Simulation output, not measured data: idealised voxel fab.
The process module that follows is named voxel capacitor over wiring.
This is section cut - it's 300 nm across, gridded in 5 nm square cells.
Bands, listed from the top down, are how a cross-section gets written in this document; the cross-section itself is a grid of square cells, and a band is one or more rows of them.
Top height, bottom height, nm. Materials left to right, width each, nm. Single material + "throughout" = fills band edge to edge. "empty" = empty.
Heights from 0 (as-received wafer is one material below). Bottom band endless downward, as "top 0, no bottom".
A two-number width, for instance "30 to 40", indicates that the width is equal to the first number in the top row of the band and to the second number in the bottom row, and that it changes by a constant amount per row of cells.
Take "changes: none" at face value: in the step it is given for, the cross-section changed in none of its cells.
Closed empty spaces (no open way to the top) of 8 cells or more are what "Enclosed internal cavities" lists, each as width x height at distance from the left edge, nm for all three.
Text after the settings on a step's line: the simulator's own remark on that step.
For masked steps, "overlay nm" on the step line gives how far right of plan the mask actually lay; a minus sign means it lay to the left.

-- So here's the lineup of process steps we planned
1) RECEIVE with material Si
2) CONFORMAL_DEP with material SiO2, thk nm 10
3) CONFORMAL_DEP with material SiCN, thk nm 5
4) DIRECTIONAL_DEP with material lowk, thk nm 25
5) MASKED_ETCH with tone open, mask id METAL_1, width nm 30, pitch nm 100, etch materials lowk, depth nm 25, overlay nm 0
6) MASKED_ETCH with tone open, mask id METAL_1, width nm 30, pitch nm 100, etch materials SiCN, depth nm 5, overlay nm 0
7) CONFORMAL_DEP with material TiN, thk nm 5
8) FILL_DEP with material Cu, thk nm 5
9) CMP with height nm 40
10) EPI with material Ru, thk nm 5
11) FILL_DEP with material SiCN, thk nm 5
12) DIRECTIONAL_DEP with material lowk, thk nm 10
13) DIRECTIONAL_DEP with material aC, thk nm 15
14) PATTERN with tone open, mask id PLUG_1, material resist, width nm 15, thk nm 35, overlay nm 0
15) DIRECTIONAL_ETCH with etch materials aC, depth nm 15
16) STRIP with etch materials resist
17) DIRECTIONAL_ETCH with etch materials lowk, depth nm 10
18) DIRECTIONAL_ETCH with etch materials SiCN, depth nm 5
19) STRIP with etch materials aC
20) EPI with material Ru, thk nm 10
21) EPI with material Ru, thk nm 5
22) DIRECTIONAL_DEP with material TiN, thk nm 5
23) DIRECTIONAL_DEP with material SiN, thk nm 5
24) DIRECTIONAL_DEP with material TiN, thk nm 5
25) DIRECTIONAL_DEP with material aC, thk nm 15
26) PATTERN with tone cover, mask id UPPER_PLATE, material resist, width nm 75, thk nm 30, overlay nm 0
27) DIRECTIONAL_ETCH with etch materials aC, depth nm 15
28) STRIP with etch materials resist
29) DIRECTIONAL_ETCH with etch materials TiN, depth nm 5
30) DIRECTIONAL_ETCH with etch materials SiN, depth nm 5
31) STRIP with etch materials aC
32) DIRECTIONAL_DEP with material aC, thk nm 15
33) PATTERN with tone cover, mask id LOWER_PLATE, material resist, width nm 85, thk nm 35, overlay nm 0
34) DIRECTIONAL_ETCH with etch materials aC, depth nm 15
35) STRIP with etch materials resist
36) DIRECTIONAL_ETCH with etch materials TiN, depth nm 5
37) STRIP with etch materials aC
38) FILL_DEP with material SiO2, thk nm 15
39) CMP with height nm 85
40) DIRECTIONAL_DEP with material aC, thk nm 15
41) PATTERN with tone open, mask id PLUG_2, material resist, width nm 15, thk nm 35, overlay nm 0
42) DIRECTIONAL_ETCH with etch materials aC, depth nm 15
43) STRIP with etch materials resist
44) DIRECTIONAL_ETCH with etch materials SiO2, depth nm 10
45) STRIP with etch materials aC
46) CONFORMAL_DEP with material TiN, thk nm 5
47) FILL_DEP with material Cu, thk nm 10
48) CMP with height nm 85
49) CONFORMAL_DEP with material SiCN, thk nm 5

-- As-received wafer cross-section (after step 1)
top 0, no bottom | Si throughout
Enclosed internal cavities: none

-- Sectioned view, first of two wafers, at the close of the module, processed as intended in the plan
top 90, bottom 85 | SiCN throughout
top 85, bottom 80 | SiO2 110 | TiN 5 | Cu 5 | TiN 5 | SiO2 175
top 80, bottom 70 | SiO2 110 to 100 | TiN 15 to 75 | SiO2 175 to 125
top 70, bottom 65 | SiO2 100 | SiN 75 | SiO2 125
top 65, bottom 60 | SiO2 95 | TiN 85 | SiO2 120
top 60, bottom 50 | lowk 100 | Ru 15 | lowk 185
top 50, bottom 45 | SiCN 100 | Ru 15 | SiCN 185
top 45, bottom 40 | SiCN 80 | Ru 40 | SiCN 60 | Ru 40 | SiCN 80
top 40, bottom 15 | lowk 85 | TiN 5 | Cu 20 | TiN 5 | lowk 70 | TiN 5 | Cu 20 | TiN 5 | lowk 85
top 15, bottom 10 | SiCN 85 | TiN 30 | SiCN 70 | TiN 30 | SiCN 85
top 10, bottom 0 | SiO2 throughout
top 0, no bottom | Si throughout
Enclosed internal cavities: none

-- Wafer two cross-section, module end. Start and plan unchanged from wafer one; one mistake made during the run
top 90, bottom 85 | SiCN throughout
top 85, bottom 80 | SiO2 110 | TiN 5 | Cu 5 | TiN 5 | SiO2 175
top 80, bottom 70 | SiO2 110 to 115 | TiN 15 to 60 | SiO2 175 to 125
top 70, bottom 65 | SiO2 115 | SiN 60 | SiO2 125
top 65, bottom 60 | SiO2 95 | TiN 85 | SiO2 120
top 60, bottom 55 | lowk 100 | SiN 15 | lowk 185
top 55, bottom 50 | lowk 100 | TiN 15 | lowk 185
top 50, bottom 45 | SiCN 100 | Ru 15 | SiCN 185
top 45, bottom 40 | SiCN 80 | Ru 40 | SiCN 60 | Ru 40 | SiCN 80
top 40, bottom 15 | lowk 85 | TiN 5 | Cu 20 | TiN 5 | lowk 70 | TiN 5 | Cu 20 | TiN 5 | lowk 85
top 15, bottom 10 | SiCN 85 | TiN 30 | SiCN 70 | TiN 30 | SiCN 85
top 10, bottom 0 | SiO2 throughout
top 0, no bottom | Si throughout
Enclosed internal cavities: none
Which mistake was made when the wafer was run? plan step 20: skipped, not run
The final cell counts differ between the wafers, with the second having more or fewer of some materials than the first: Ru: 6 fewer | SiO2: 6 more
